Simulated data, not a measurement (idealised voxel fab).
Process module in this document: voxel transistor to metal
The width of the displayed cross-section, cut, is 300 nm; its cells are square, with a size of 5 nm.
How to read a cross-section here: the picture is a grid of square cells, written as bands going from the top down, and any band can span one or more rows of cells. What a band's entry tells you: where the top is and where the bottom is, as heights in nm, and after that what lies inside, material by material from left to right, each with its width in nm. Empty space is written as the word "blank", and a single material marked with the word "edge to edge" occupies the band from edge to edge. Heads up on the height convention: 0 is the point under which the incoming wafer is all one material, and the lowest band has no bottom, it just keeps going down, like "0 nm and below". With a width like "30->40", each row of cells in the band differs from the next by the same amount, the top row carrying the first number and the bottom row the second. Where the words "no change" appear for a step, the cross-section shows no cell changed by that step; every cell remained as before. The list in "Enclosed internal voids" covers empty spaces of 8 cells or more that cannot reach the top through any open way, and it gives each as width x height at distance; the distance is from the left edge, and width, height and distance are in nm. Note: text after step settings on the step line = simulator remark on that step. overlay nm, on a step with a mask: how far to the right of its planned place the mask lay; to the left if negative.

PLANNED PROCESS STEPS
| 1 | RECEIVE (material Si) |
| 2 | OXIDIZE (depth nm 5) |
| 3 | CONFORMAL_DEP (material SiN; thk nm 15) |
| 4 | PATTERN (tone cover; mask id ACTIVE; material resist; width nm 95; pitch nm 115; thk nm 20; overlay nm 0) |
| 5 | DIRECTIONAL_ETCH (etch materials SiN; depth nm 15) |
| 6 | DIRECTIONAL_ETCH (etch materials SiO2; depth nm 5) |
| 7 | DIRECTIONAL_ETCH (etch materials Si; depth nm 35) |
| 8 | STRIP (etch materials resist) |
| 9 | FILL_DEP (material SiO2; thk nm 15) |
| 10 | CMP (height nm 15) |
| 11 | SELECTIVE_ETCH (etch materials SiO2; depth nm 10) |
| 12 | STRIP (etch materials SiN) |
| 13 | SELECTIVE_ETCH (etch materials SiO2; depth nm 5) |
| 14 | OXIDIZE (depth nm 5) |
| 15 | DIRECTIONAL_DEP (material polySi; thk nm 20) |
| 16 | DIRECTIONAL_DEP (material SiCN; thk nm 10) |
| 17 | PATTERN (tone cover; mask id GATE; material resist; width nm 25; pitch nm 115; thk nm 15; overlay nm 0) |
| 18 | DIRECTIONAL_ETCH (etch materials SiCN; depth nm 20) |
| 19 | DIRECTIONAL_ETCH (etch materials polySi; depth nm 30) |
| 20 | STRIP (etch materials resist) |
| 21 | CONFORMAL_DEP (material SiN; thk nm 5) |
| 22 | DIRECTIONAL_ETCH (etch materials SiN; depth nm 5) |
| 23 | DIRECTIONAL_ETCH (etch materials SiO2; depth nm 5) |
| 24 | EPI (material SiGe; thk nm 5) |
| 25 | FILL_DEP (material SiO2; thk nm 10) |
| 26 | CMP (height nm 15) |
| 27 | STRIP (etch materials polySi) |
| 28 | SELECTIVE_ETCH (etch materials SiO2; depth nm 5) |
| 29 | CONFORMAL_DEP (material HfO2; thk nm 5) |
| 30 | CONFORMAL_DEP (material TiN; thk nm 5) |
| 31 | FILL_DEP (material W; thk nm 10) |
| 32 | CMP (height nm 10) |
| 33 | DIRECTIONAL_DEP (material SiO2; thk nm 10) |
| 34 | DIRECTIONAL_DEP (material aC; thk nm 10) |
| 35 | PATTERN (tone open; mask id CONTACT; material resist; width nm 15; thk nm 30; overlay nm 0) |
| 36 | DIRECTIONAL_ETCH (etch materials aC; depth nm 10) |
| 37 | STRIP (etch materials resist) |
| 38 | DIRECTIONAL_ETCH (etch materials SiO2; depth nm 25) |
| 39 | STRIP (etch materials aC) |
| 40 | CONFORMAL_DEP (material TiN; thk nm 5) |
| 41 | FILL_DEP (material Ru; thk nm 5) |
| 42 | CMP (height nm 20) |
| 43 | CONFORMAL_DEP (material SiN; thk nm 5) |
| 44 | DIRECTIONAL_DEP (material SiO2; thk nm 25) |
| 45 | MASKED_ETCH (tone open; mask id METAL_1; width nm 15; etch materials SiO2; depth nm 25; overlay nm 0) |
| 46 | MASKED_ETCH (tone open; mask id METAL_1; width nm 15; etch materials SiN; depth nm 5; overlay nm 0) |
| 47 | CONFORMAL_DEP (material TiN; thk nm 5) |
| 48 | FILL_DEP (material Ru; thk nm 10) |
| 49 | CMP (height nm 50) |
| 50 | CONFORMAL_DEP (material SiCN; thk nm 5) |
| 51 | DIRECTIONAL_DEP (material lowk; thk nm 30) |
| 52 | DIRECTIONAL_DEP (material aC; thk nm 10) |
| 53 | PATTERN (tone open; mask id METAL_2; material resist; width nm 15; pitch nm 115; thk nm 25; overlay nm 0) |
| 54 | DIRECTIONAL_ETCH (etch materials aC; depth nm 10) |
| 55 | STRIP (etch materials resist) |
| 56 | DIRECTIONAL_ETCH (etch materials lowk; depth nm 20) |
| 57 | STRIP (etch materials aC) |
| 58 | DIRECTIONAL_DEP (material aC; thk nm 15) |
| 59 | PATTERN (tone open; mask id METAL_2_HOLES; material resist; width nm 15; pitch nm 115; thk nm 30; overlay nm 0) |
| 60 | DIRECTIONAL_ETCH (etch materials aC; depth nm 15) |
| 61 | STRIP (etch materials resist) |
| 62 | DIRECTIONAL_ETCH (etch materials lowk; depth nm 10) |
| 63 | DIRECTIONAL_ETCH (etch materials SiCN; depth nm 5) |
| 64 | STRIP (etch materials aC) |
| 65 | CONFORMAL_DEP (material TiN; thk nm 5) |
| 66 | FILL_DEP (material Ru; thk nm 10) |
| 67 | CMP (height nm 85) |
| 68 | CONFORMAL_DEP (material SiN; thk nm 5) |

RECEIVED-STATE CROSS-SECTION, REFLECTING COMPLETION OF STEP 1
  0 nm and below | Si edge to edge
  Enclosed internal voids: none

CROSS-SECTION, FIRST OF TWO WAFERS, END OF MODULE, RUN AS PLANNED
  90 nm to 85 nm | SiN edge to edge
  85 nm to 55 nm | lowk=50, TiN=5, Ru=5, TiN=5, lowk=100, TiN=5, Ru=5, TiN=5, lowk=120
  55 nm to 50 nm | SiCN=50, TiN=15, SiCN=100, TiN=15, SiCN=120
  50 nm to 25 nm | SiO2=50, TiN=5, Ru=5, TiN=5, SiO2=55, TiN=5, Ru=5, TiN=5, SiO2=30, TiN=5, Ru=5, TiN=5, SiO2=55, TiN=5, Ru=5, TiN=5, SiO2=50
  25 nm to 20 nm | SiN=50, TiN=15, SiN=55, TiN=15, SiN=30, TiN=15, SiN=55, TiN=15, SiN=50
  20 nm to 10 nm | SiO2=50, TiN=5, Ru=5, TiN=5, SiO2=55, TiN=5, Ru=5, TiN=5, SiO2=30, TiN=5, Ru=5, TiN=5, SiO2=55, TiN=5, Ru=5, TiN=5, SiO2=50
  10 nm to 0 nm | SiO2=50, TiN=5, Ru=5, TiN=5, SiO2=10, SiN=5, HfO2=5, TiN=5, W=5, TiN=5, HfO2=5, SiN=5, SiO2=10, TiN=5, Ru=5, TiN=5, SiO2=30, TiN=5, Ru=5, TiN=5, SiO2=10, SiN=5, HfO2=5, TiN=5, W=5, TiN=5, HfO2=5, SiN=5, SiO2=10, TiN=5, Ru=5, TiN=5, SiO2=50
  0 nm to -5 nm | SiO2=40, SiN=5, SiO2=5, TiN=15, SiO2=10, SiN=5, HfO2=5, TiN=15, HfO2=5, SiN=5, SiO2=10, TiN=15, SiO2=5, SiN=5, SiO2=10, SiN=5, SiO2=5, TiN=15, SiO2=10, SiN=5, HfO2=5, TiN=15, HfO2=5, SiN=5, SiO2=10, TiN=15, SiO2=5, SiN=5, SiO2=40
  -5 nm to -10 nm | SiO2=45, SiGe=30, HfO2=35, SiGe=30, SiO2=20, SiGe=30, HfO2=35, SiGe=30, SiO2=45
  -10 nm to -40 nm | SiO2=45, Si=95, SiO2=20, Si=95, SiO2=45
  -40 nm and below | Si edge to edge
  Enclosed internal voids: none

PRESENTED HERE IS A CROSS-SECTION OF THE SECOND OF THE TWO WAFERS AS IT STOOD AT THE END OF THE MODULE. IT WAS STARTED IN THE SAME MANNER AND ASSIGNED THE SAME PLAN AS THE FIRST WAFER; HOWEVER, ONE MISTAKE WAS MADE IN ITS EXECUTION
  90 nm to 85 nm | SiN edge to edge
  85 nm to 55 nm | lowk=50, TiN=5, Ru=5, TiN=5, lowk=100, TiN=5, Ru=5, TiN=5, lowk=120
  55 nm to 50 nm | SiCN=50, TiN=15, SiCN=100, TiN=15, SiCN=120
  50 nm to 25 nm | SiO2=50, TiN=5, Ru=5, TiN=5, SiO2=55, TiN=5, Ru=5, TiN=5, SiO2=30, TiN=5, Ru=5, TiN=5, SiO2=55, TiN=5, Ru=5, TiN=5, SiO2=50
  25 nm to 20 nm | SiN=50, TiN=15, SiN=55, TiN=15, SiN=30, TiN=15, SiN=55, TiN=15, SiN=50
  20 nm to 10 nm | SiO2=50, TiN=5, Ru=5, TiN=5, SiO2=55, TiN=5, Ru=5, TiN=5, SiO2=30, TiN=5, Ru=5, TiN=5, SiO2=55, TiN=5, Ru=5, TiN=5, SiO2=50
  10 nm to 0 nm | SiO2=50, TiN=5, Ru=5, TiN=5, SiO2=10, SiN=5, HfO2=5, TiN=5, W=5, TiN=5, HfO2=5, SiN=5, SiO2=10, TiN=5, Ru=5, TiN=5, SiO2=30, TiN=5, Ru=5, TiN=5, SiO2=10, SiN=5, HfO2=5, TiN=5, W=5, TiN=5, HfO2=5, SiN=5, SiO2=10, TiN=5, Ru=5, TiN=5, SiO2=50
  0 nm to -5 nm | SiO2=30, SiN=5, SiO2=15, TiN=15, SiO2=10, SiN=5, HfO2=5, TiN=15, HfO2=5, SiN=5, SiO2=10, TiN=15, SiO2=30, TiN=15, SiO2=10, SiN=5, HfO2=5, TiN=15, HfO2=5, SiN=5, SiO2=10, TiN=15, SiO2=15, SiN=5, SiO2=30
  -5 nm to -10 nm | SiO2=30, SiN=5, SiO2=5, SiN=5, SiGe=30, HfO2=35, SiGe=30, SiN=5, SiO2=10, SiN=5, SiGe=30, HfO2=35, SiGe=30, SiN=5, SiO2=5, SiN=5, SiO2=30
  -10 nm to -15 nm | SiO2=30, SiN=5, SiO2=5, SiN=5, SiO2=5, Si=85, SiO2=5, SiN=5, SiO2=10, SiN=5, SiO2=5, Si=85, SiO2=5, SiN=5, SiO2=5, SiN=5, SiO2=30
  -15 nm to -20 nm | SiO2=50, Si=85, SiO2=30, Si=85, SiO2=50
  -20 nm to -40 nm | SiO2=45, Si=95, SiO2=20, Si=95, SiO2=45
  -40 nm and below | Si edge to edge
  Enclosed internal voids: none
Finding, execution versus plan: sequence error: steps 11 and 12 interchanged
Count the cells at the end and the second wafer has more or fewer of some materials than the first: -8 Si | +10 SiN | -2 SiO2
